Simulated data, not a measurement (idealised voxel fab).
You're looking at the process module voxel wiring stack.
Xsec cut, 235 nm wide, square cell size 5 nm.
Each cross-section below is a grid of square cells, stated as bands in top-down order, with one or more rows of cells making up each band. Top height, bottom height, nm. Materials left to right, width each, nm. Single material + "full width" = fills band edge to edge. "empty" = empty. All heights in this document are referenced to 0, defined as the level beneath which the wafer, as received, consists entirely of one material. The lowest band is not bounded below; it extends indefinitely downward and is written in the form "z 0 and below". The width entry "30 to 40" should be interpreted row by row: the top row of cells in the band takes the first number, the bottom row takes the second number, and the change between adjacent rows is uniform throughout. A step reported as "nothing changed" is a step in which no cell of the cross-section changed. Closed empty spaces (no open way to the top) of 8 cells or more are what "Closed internal cavities" lists, each as width x height at distance from the left edge, nm for all three. Anything after a step's settings on that line? It's the simulator's own note about the step. overlay nm: for a step with a mask, the amount by which the mask lay right of where it was planned; a negative amount means left of it.

### Planned step list for the process
| 1 | RECEIVE with material Si |
| 2 | CONFORMAL_DEP with material SiO2, thk nm 15 |
| 3 | DIRECTIONAL_DEP with material TiN, thk nm 5 |
| 4 | DIRECTIONAL_DEP with material Ru, thk nm 25 |
| 5 | MASKED_ETCH with tone cover, mask id METAL_1, width nm 20, pitch nm 45, etch materials Ru, depth nm 25, overlay nm 0 |
| 6 | MASKED_ETCH with tone cover, mask id METAL_1, width nm 20, pitch nm 45, etch materials TiN, depth nm 5, overlay nm 0 |
| 7 | FILL_DEP with material SiO2, thk nm 10 |
| 8 | CMP with height nm 45 |
| 9 | CONFORMAL_DEP with material SiCN, thk nm 5 |
| 10 | DIRECTIONAL_DEP with material lowk, thk nm 10 |
| 11 | DIRECTIONAL_DEP with material aC, thk nm 15 |
| 12 | PATTERN with tone open, mask id PLUG_1, material resist, width nm 15, pitch nm 90, thk nm 35, overlay nm 0 |
| 13 | DIRECTIONAL_ETCH with etch materials aC, depth nm 15 |
| 14 | STRIP with etch materials resist |
| 15 | DIRECTIONAL_ETCH with etch materials lowk, depth nm 10 |
| 16 | DIRECTIONAL_ETCH with etch materials SiCN, depth nm 5 |
| 17 | STRIP with etch materials aC |
| 18 | CONFORMAL_DEP with material TiN, thk nm 5 |
| 19 | FILL_DEP with material Cu, thk nm 10 |
| 20 | CMP with height nm 60 |
| 21 | DIRECTIONAL_DEP with material TiN, thk nm 5 |
| 22 | DIRECTIONAL_DEP with material W, thk nm 15 |
| 23 | MASKED_ETCH with tone cover, mask id METAL_2, width nm 20, pitch nm 45, etch materials W, depth nm 15, overlay nm 0 |
| 24 | MASKED_ETCH with tone cover, mask id METAL_2, width nm 20, pitch nm 45, etch materials TiN, depth nm 5, overlay nm 0 |
| 25 | CONFORMAL_DEP with material SiCN, thk nm 5 |
| 26 | FILL_DEP with material lowk, thk nm 10 |
| 27 | CMP with height nm 80 |
| 28 | CONFORMAL_DEP with material SiN, thk nm 5 |

### Shown in cross-section is the wafer as received, that is, as it stands after step 1
z 0 and below = Si full width
Closed internal cavities: none

### Result of the module, cross-sectioned: start per above, plan per above, one error in how it was run
z 85 to 80 = SiN full width
z 80 to 70 = W 40 nm, SiCN 5 nm, lowk 10 nm, SiCN 5 nm, W 25 nm, SiCN 5 nm, lowk 10 nm, SiCN 5 nm, W 25 nm, SiCN 5 nm, lowk 10 nm, SiCN 5 nm, W 25 nm, SiCN 5 nm, lowk 10 nm, SiCN 5 nm, W 40 nm
z 70 to 65 = W 40 nm, SiCN 20 nm, W 25 nm, SiCN 20 nm, W 25 nm, SiCN 20 nm, W 25 nm, SiCN 20 nm, W 40 nm
z 65 to 60 = TiN full width
z 60 to 50 = lowk 40 nm, TiN 5 nm, Cu 5 nm, TiN 5 nm, lowk 75 nm, TiN 5 nm, Cu 5 nm, TiN 5 nm, lowk 90 nm
z 50 to 45 = SiCN 40 nm, TiN 15 nm, SiCN 75 nm, TiN 15 nm, SiCN 90 nm
z 45 to 20 = SiO2 40 nm, Ru 20 nm, SiO2 25 nm, Ru 20 nm, SiO2 25 nm, Ru 20 nm, SiO2 25 nm, Ru 20 nm, SiO2 40 nm
z 20 to 15 = SiO2 40 nm, TiN 20 nm, SiO2 25 nm, TiN 20 nm, SiO2 25 nm, TiN 20 nm, SiO2 25 nm, TiN 20 nm, SiO2 40 nm
z 15 to 0 = SiO2 full width
z 0 and below = Si full width
Closed internal cavities: none
What was done differently from what was planned? step 23 ran differently from the plan; actual operation with settings: MASKED_ETCH with tone open, mask id METAL_2, width nm 20, pitch nm 45, etch materials W, depth nm 15, overlay nm 0
